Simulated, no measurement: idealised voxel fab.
process module | voxel air gaps
cross-section cut | 235 nm wide | cells 5 nm
A cross-section is a grid of square cells, given in bands from the top down. A band is one or more rows of cells.
Each band's line starts with the height of the band's top and of its bottom, in nm. Then come its materials from left to right, each with its width in nm. One material with "throughout" fills the band from edge to edge. "air" is empty space.
Height 0 is the level under which the wafer as received is all one material. The lowest band goes on downwards, as in "0 down".
A width such as "30 to 40" changes by the same amount from each row of cells to the next, from the band's top row to its bottom row.
"no change" after a step means that no cell of the cross-section changed.
closed voids: empty space of 8 cells or more with no open way to the top, each as width x height at its distance from the left edge, in nm
after a step's settings: what the simulator itself notes on the step
overlay nm, on a step with a mask: how far to the right of its planned place the mask lay; to the left if negative
plan
1 op RECEIVE | material Si
2 op CONFORMAL_DEP | material SiO2 | thk nm 15
3 op CONFORMAL_DEP | material SiCN | thk nm 5
4 op DIRECTIONAL_DEP | material lowk | thk nm 30
5 op PATTERN | tone open | mask id LINES | material resist | width nm 20 | pitch nm 50 | thk nm 15 | overlay nm 0
6 op DIRECTIONAL_ETCH | etch materials lowk | depth nm 30
7 op STRIP | etch materials resist
8 op CONFORMAL_DEP | material TiN | thk nm 5
9 op FILL_DEP | material W | thk nm 5
10 op CMP | height nm 50
11 op EPI | material Ru | thk nm 10
12 op SELECTIVE_ETCH | etch materials lowk | depth nm 40
13 op CONFORMAL_DEP | material SiCN | thk nm 5
as received, after step 1
  0 down: Si throughout
  closed voids: none
a wafer at the end: this start, this plan, one mistake
  60 to 50: air 45 | Ru 40 | air 10 | Ru 40 | air 10 | Ru 40 | air 50
  50 to 25: air 55 | TiN 5 | W 10 | TiN 5 | air 30 | TiN 5 | W 10 | TiN 5 | air 30 | TiN 5 | W 10 | TiN 5 | air 60
  25 to 20: air 55 | TiN 20 | air 30 | TiN 20 | air 30 | TiN 20 | air 60
  20 to 15: SiCN throughout
  15 to 0: SiO2 throughout
  0 down: Si throughout
  closed voids: none
what went wrong: step 13 was left out
